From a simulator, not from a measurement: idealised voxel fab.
process module | voxel transistor to metal
cross-section cut | 180 nm wide | cells 5 nm
A cross-section is a grid of square cells, given in bands from the top down. A band is one or more rows of cells.
Each band's line starts with the height of the band's top and of its bottom, in nm. Then come its materials from left to right, each with its width in nm. One material with "throughout" fills the band from edge to edge. "air" is empty space.
Height 0 is the level under which the wafer as received is all one material. The lowest band goes on downwards, as in "0 down".
A width such as "30 to 40" changes by the same amount from each row of cells to the next, from the band's top row to its bottom row.
"no change" after a step means that no cell of the cross-section changed.
closed voids: empty space of 8 cells or more with no open way to the top, each as width x height at its distance from the left edge, in nm
after a step's settings: what the simulator itself notes on the step
overlay nm, on a step with a mask: how far to the right of its planned place the mask lay; to the left if negative
plan
1 op RECEIVE | material Si
2 op OXIDIZE | depth nm 5
3 op CONFORMAL_DEP | material SiN | thk nm 10
4 op DIRECTIONAL_DEP | material aC | thk nm 15
5 op PATTERN | tone cover | mask id ACTIVE | material resist | width nm 125 | thk nm 35 | overlay nm 0
6 op DIRECTIONAL_ETCH | etch materials aC | depth nm 15
7 op STRIP | etch materials resist
8 op DIRECTIONAL_ETCH | etch materials SiN | depth nm 10
9 op DIRECTIONAL_ETCH | etch materials SiO2 | depth nm 5
10 op DIRECTIONAL_ETCH | etch materials Si | depth nm 35
11 op STRIP | etch materials aC
12 op OXIDIZE | depth nm 5
13 op FILL_DEP | material SiO2 | thk nm 5
14 op CMP | height nm 10
15 op SELECTIVE_ETCH | etch materials SiO2 | depth nm 5
16 op STRIP | etch materials SiN
17 op SELECTIVE_ETCH | etch materials SiO2 | depth nm 5
18 op OXIDIZE | depth nm 5
19 op DIRECTIONAL_DEP | material polySi | thk nm 25
20 op DIRECTIONAL_DEP | material SiCN | thk nm 15
21 op DIRECTIONAL_DEP | material aC | thk nm 10
22 op PATTERN | tone cover | mask id GATE | material resist | width nm 35 | thk nm 30 | overlay nm 0
23 op DIRECTIONAL_ETCH | etch materials aC | depth nm 10
24 op STRIP | etch materials resist
25 op DIRECTIONAL_ETCH | etch materials SiCN | depth nm 25
26 op DIRECTIONAL_ETCH | etch materials polySi | depth nm 35
27 op STRIP | etch materials aC
28 op CONFORMAL_DEP | material SiN | thk nm 5
29 op DIRECTIONAL_ETCH | etch materials SiN | depth nm 5
30 op DIRECTIONAL_ETCH | etch materials SiO2 | depth nm 5
31 op DIRECTIONAL_ETCH | etch materials Si | depth nm 5
32 op EPI | material pSi | thk nm 10
33 op FILL_DEP | material SiO2 | thk nm 10
34 op CMP | height nm 20
35 op STRIP | etch materials polySi
36 op SELECTIVE_ETCH | etch materials SiO2 | depth nm 5
37 op CONFORMAL_DEP | material HfO2 | thk nm 5
38 op CONFORMAL_DEP | material TiN | thk nm 5
39 op FILL_DEP | material W | thk nm 10
40 op CMP | height nm 15
41 op DIRECTIONAL_DEP | material SiO2 | thk nm 10
42 op MASKED_ETCH | tone open | mask id CONTACT | width nm 15 | pitch nm 90 | etch materials SiO2 | depth nm 30 | overlay nm 0
43 op CONFORMAL_DEP | material TiN | thk nm 5
44 op FILL_DEP | material W | thk nm 5
45 op CMP | height nm 25
46 op CONFORMAL_DEP | material SiN | thk nm 5
47 op DIRECTIONAL_DEP | material lowk | thk nm 20
48 op PATTERN | tone open | mask id METAL_1 | material resist | width nm 15 | pitch nm 90 | thk nm 15 | overlay nm 0
49 op DIRECTIONAL_ETCH | etch materials lowk | depth nm 20
50 op DIRECTIONAL_ETCH | etch materials SiN | depth nm 5
51 op STRIP | etch materials resist
52 op CONFORMAL_DEP | material TiN | thk nm 5
53 op FILL_DEP | material Cu | thk nm 5
54 op CMP | height nm 50
55 op EPI | material Ru | thk nm 5
56 op FILL_DEP | material SiCN | thk nm 5
as received, after step 1
  0 down: Si throughout
  closed voids: none
first wafer at the end, as planned
  60 to 55: SiCN throughout
  55 to 50: SiCN 30 | Ru 25 | SiCN 65 | Ru 25 | SiCN 35
  50 to 30: lowk 35 | TiN 5 | Cu 5 | TiN 5 | lowk 75 | TiN 5 | Cu 5 | TiN 5 | lowk 40
  30 to 25: SiN 35 | TiN 15 | SiN 75 | TiN 15 | SiN 40
  25 to 15: SiO2 35 | TiN 5 | W 5 | TiN 5 | SiO2 75 | TiN 5 | W 5 | TiN 5 | SiO2 40
  15 to 0: SiO2 35 | TiN 5 | W 5 | TiN 5 | SiO2 15 | SiN 5 | HfO2 5 | TiN 5 | W 15 | TiN 5 | HfO2 5 | SiN 5 | SiO2 15 | TiN 5 | W 5 | TiN 5 | SiO2 40
  0 to -5: SiO2 20 | SiN 5 | SiO2 10 | TiN 15 | SiO2 5 | pSi 10 | SiN 5 | HfO2 5 | TiN 25 | HfO2 5 | SiN 5 | pSi 10 | SiO2 5 | TiN 15 | SiO2 10 | SiN 5 | SiO2 25
  -5 to -10: SiO2 25 | pSi 40 | HfO2 45 | pSi 40 | SiO2 30
  -10 to -15: SiO2 30 | pSi 35 | Si 45 | pSi 35 | SiO2 35
  -15 to -45: SiO2 30 | Si 115 | SiO2 35
  -45 down: Si throughout
  closed voids: none
second wafer at the end: like start, like plan, one mistake
  60 to 55: SiCN throughout
  55 to 50: SiCN 30 | Ru 25 | SiCN 65 | Ru 25 | SiCN 35
  50 to 30: lowk 35 | TiN 5 | Cu 5 | TiN 5 | lowk 75 | TiN 5 | Cu 5 | TiN 5 | lowk 40
  30 to 25: SiN 35 | TiN 15 | SiN 75 | TiN 15 | SiN 40
  25 to 15: SiO2 35 | TiN 5 | W 5 | TiN 5 | SiO2 75 | TiN 5 | W 5 | TiN 5 | SiO2 40
  15 to 0: SiO2 35 | TiN 5 | W 5 | TiN 5 | SiO2 15 | SiN 5 | HfO2 5 | TiN 5 | W 15 | TiN 5 | HfO2 5 | SiN 5 | SiO2 15 | TiN 5 | W 5 | TiN 5 | SiO2 40
  0 to -5: SiO2 20 | SiN 5 | SiO2 10 | TiN 15 | SiO2 15 | SiN 5 | HfO2 5 | TiN 25 | HfO2 5 | SiN 5 | SiO2 15 | TiN 15 | SiO2 10 | SiN 5 | SiO2 25
  -5 to -10: SiO2 65 | HfO2 45 | SiO2 70
  -10 to -15: SiO2 throughout
  -15 to -45: SiO2 30 | Si 115 | SiO2 35
  -45 down: Si throughout
  closed voids: none
what went wrong: step 18 ran as: op OXIDIZE | depth nm 10
at the end the second wafer has, in cells: 9 fewer of Si | 43 more of SiO2 | 34 fewer of pSi
